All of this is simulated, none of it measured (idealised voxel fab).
Process module, titled voxel air gaps
Square cell edge 5 nm, section width 260 nm, ID cut.
Throughout this document, each cross-section is represented as a grid of square cells and is presented as a sequence of bands enumerated from the top downward, where a band comprises one or more rows of cells. Band: top height; bottom height; in nm. Then, left to right: material with width in nm, for each material. "edge to edge": a single material spanning edge to edge. "air": empty space. Measure heights from 0. That's the level where, below it, the as-received wafer is all one material. The lowest band is bottomless and extends downward; write it as in "from 0 down". It should be noted that a width expressed as "30 to 40" varies in equal increments from row to row of cells within the band, taking the value of the first number at the top row and that of the second number at the bottom row. Any step labelled "nothing changed" changed none of the cells in the cross-section. Basically, "Closed cavities" tells you about the enclosed voids: empty spaces with no open way to the top, 8 cells or bigger, each written width x height at distance, where distance is from the left edge, all in nm. If you see something after the settings on a step's line, that's the simulator's own remark about that step. The line of a step may include "overlay nm". On a step with a mask, this value is how far to the right of its planned place the mask lay. A negative value means the mask lay to the left.
Process steps (planned)
1: RECEIVE,material Si
2: CONFORMAL_DEP,material SiO2,thk nm 10
3: CONFORMAL_DEP,material SiCN,thk nm 5
4: DIRECTIONAL_DEP,material SiO2,thk nm 35
5: DIRECTIONAL_DEP,material aC,thk nm 15
6: PATTERN,tone open,mask id LINES,material resist,width nm 25,pitch nm 50,thk nm 35,overlay nm 0
7: DIRECTIONAL_ETCH,etch materials aC,depth nm 15
8: STRIP,etch materials resist
9: DIRECTIONAL_ETCH,etch materials SiO2,depth nm 35
10: STRIP,etch materials aC
11: CONFORMAL_DEP,material TiN,thk nm 5
12: FILL_DEP,material W,thk nm 10
13: CMP,height nm 50
14: EPI,material Ru,thk nm 10
15: SELECTIVE_ETCH,etch materials SiO2,depth nm 45
16: CONFORMAL_DEP,material SiCN,thk nm 5
The first of a set of two wafers, run to plan
Step 1 complete: cross-section of the wafer as received
* from 0 down = Si edge to edge
* Closed cavities: none
Cross-section of the wafer after step 2
* from 10 to 0 = SiO2 edge to edge
* Below 0, no change.
Cross-section of the wafer after step 3
* from 15 to 10 = SiCN edge to edge
* Below 10, no change.
Cross-section of the wafer after step 4
* from 50 to 15 = SiO2 edge to edge
* Below 15, no change.
Cross-section of the wafer after step 5
* from 65 to 50 = aC edge to edge
* Below 50, no change.
Cross-section of the wafer after step 6
* from 100 to 65 = resist 40 / air 25 / resist 25 / air 25 / resist 25 / air 25 / resist 25 / air 25 / resist 45
* Below 65, no change.
Cross-section of the wafer after step 7
* from 85 to 65 = resist 40 / air 25 / resist 25 / air 25 / resist 25 / air 25 / resist 25 / air 25 / resist 45
* from 65 to 50 = aC 40 / air 25 / aC 25 / air 25 / aC 25 / air 25 / aC 25 / air 25 / aC 45
* Below 50, no change.
Cross-section of the wafer after step 8
* from 65 to 50 = aC 40 / air 25 / aC 25 / air 25 / aC 25 / air 25 / aC 25 / air 25 / aC 45
* Below 50, no change.
Cross-section of the wafer after step 9
* from 65 to 50 = aC 40 / air 25 / aC 25 / air 25 / aC 25 / air 25 / aC 25 / air 25 / aC 45
* from 50 to 15 = SiO2 40 / air 25 / SiO2 25 / air 25 / SiO2 25 / air 25 / SiO2 25 / air 25 / SiO2 45
* Below 15, no change.
Cross-section of the wafer after step 10
* from 50 to 15 = SiO2 40 / air 25 / SiO2 25 / air 25 / SiO2 25 / air 25 / SiO2 25 / air 25 / SiO2 45
* Below 15, no change.
Cross-section of the wafer after step 11
* from 55 to 50 = TiN 45 / air 15 / TiN 35 / air 15 / TiN 35 / air 15 / TiN 35 / air 15 / TiN 50
* from 50 to 20 = SiO2 40 / TiN 5 / air 15 / TiN 5 / SiO2 25 / TiN 5 / air 15 / TiN 5 / SiO2 25 / TiN 5 / air 15 / TiN 5 / SiO2 25 / TiN 5 / air 15 / TiN 5 / SiO2 45
* from 20 to 15 = SiO2 40 / TiN 25 / SiO2 25 / TiN 25 / SiO2 25 / TiN 25 / SiO2 25 / TiN 25 / SiO2 45
* Below 15, no change.
Cross-section of the wafer after step 12
* from 65 to 55 = W edge to edge
* from 55 to 50 = TiN 45 / W 15 / TiN 35 / W 15 / TiN 35 / W 15 / TiN 35 / W 15 / TiN 50
* from 50 to 20 = SiO2 40 / TiN 5 / W 15 / TiN 5 / SiO2 25 / TiN 5 / W 15 / TiN 5 / SiO2 25 / TiN 5 / W 15 / TiN 5 / SiO2 25 / TiN 5 / W 15 / TiN 5 / SiO2 45
* Below 20, no change.
Cross-section of the wafer after step 13
* from 50 to 20 = SiO2 40 / TiN 5 / W 15 / TiN 5 / SiO2 25 / TiN 5 / W 15 / TiN 5 / SiO2 25 / TiN 5 / W 15 / TiN 5 / SiO2 25 / TiN 5 / W 15 / TiN 5 / SiO2 45
* Below 20, no change.
Cross-section of the wafer after step 14
* from 60 to 50 = air 30 / Ru 45 / air 5 / Ru 45 / air 5 / Ru 45 / air 5 / Ru 45 / air 35
* Below 50, no change.
Cross-section of the wafer after step 15
* from 60 to 50 = air 30 / Ru 45 / air 5 / Ru 45 / air 5 / Ru 45 / air 5 / Ru 45 / air 35
* from 50 to 20 = air 40 / TiN 5 / W 15 / TiN 5 / air 25 / TiN 5 / W 15 / TiN 5 / air 25 / TiN 5 / W 15 / TiN 5 / air 25 / TiN 5 / W 15 / TiN 5 / air 45
* from 20 to 15 = air 40 / TiN 25 / air 25 / TiN 25 / air 25 / TiN 25 / air 25 / TiN 25 / air 45
* Below 15, no change.
Cross-section of the wafer after step 16
* from 65 to 60 = air 25 / SiCN 205 / air 30
* from 60 to 50 = air 25 / SiCN 5 / Ru 45 / SiCN 5 / Ru 45 / SiCN 5 / Ru 45 / SiCN 5 / Ru 45 / SiCN 5 / air 30
* from 50 to 45 = air 25 / SiCN 15 / TiN 5 / W 15 / TiN 5 / SiCN 25 / TiN 5 / W 15 / TiN 5 / SiCN 25 / TiN 5 / W 15 / TiN 5 / SiCN 25 / TiN 5 / W 15 / TiN 5 / SiCN 15 / air 30
* from 45 to 20 = air 35 / SiCN 5 / TiN 5 / W 15 / TiN 5 / SiCN 5 / air 15 / SiCN 5 / TiN 5 / W 15 / TiN 5 / SiCN 5 / air 15 / SiCN 5 / TiN 5 / W 15 / TiN 5 / SiCN 5 / air 15 / SiCN 5 / TiN 5 / W 15 / TiN 5 / SiCN 5 / air 40
* from 20 to 15 = SiCN 40 / TiN 25 / SiCN 25 / TiN 25 / SiCN 25 / TiN 25 / SiCN 25 / TiN 25 / SiCN 45
* Below 15, no change.
* Closed cavities: 15 x 25 at 70; 15 x 25 at 120; 15 x 25 at 170
The Second Wafer: Common Origin and Plan, One Mistake in Execution, Identical to the First Through Step 15
Cross-sectional view of the second wafer at the intended end time of process step 16
* from 65 to 60 = air 25 / aC 205 / air 30
* from 60 to 50 = air 25 / aC 5 / Ru 45 / aC 5 / Ru 45 / aC 5 / Ru 45 / aC 5 / Ru 45 / aC 5 / air 30
* from 50 to 45 = air 25 / aC 15 / TiN 5 / W 15 / TiN 5 / aC 25 / TiN 5 / W 15 / TiN 5 / aC 25 / TiN 5 / W 15 / TiN 5 / aC 25 / TiN 5 / W 15 / TiN 5 / aC 15 / air 30
* from 45 to 20 = air 35 / aC 5 / TiN 5 / W 15 / TiN 5 / aC 5 / air 15 / aC 5 / TiN 5 / W 15 / TiN 5 / aC 5 / air 15 / aC 5 / TiN 5 / W 15 / TiN 5 / aC 5 / air 15 / aC 5 / TiN 5 / W 15 / TiN 5 / aC 5 / air 40
* from 20 to 15 = aC 40 / TiN 25 / aC 25 / TiN 25 / aC 25 / TiN 25 / aC 25 / TiN 25 / aC 45
* Below 15, no change.
* Closed cavities: 15 x 25 at 70; 15 x 25 at 120; 15 x 25 at 170
What broke from the plan during processing? step 16 did not happen as planned, as run it was CONFORMAL_DEP,material aC,thk nm 5
Materials where the second wafer ends with more or fewer cells than the first: SiCN: 144 fewer | aC: 144 more
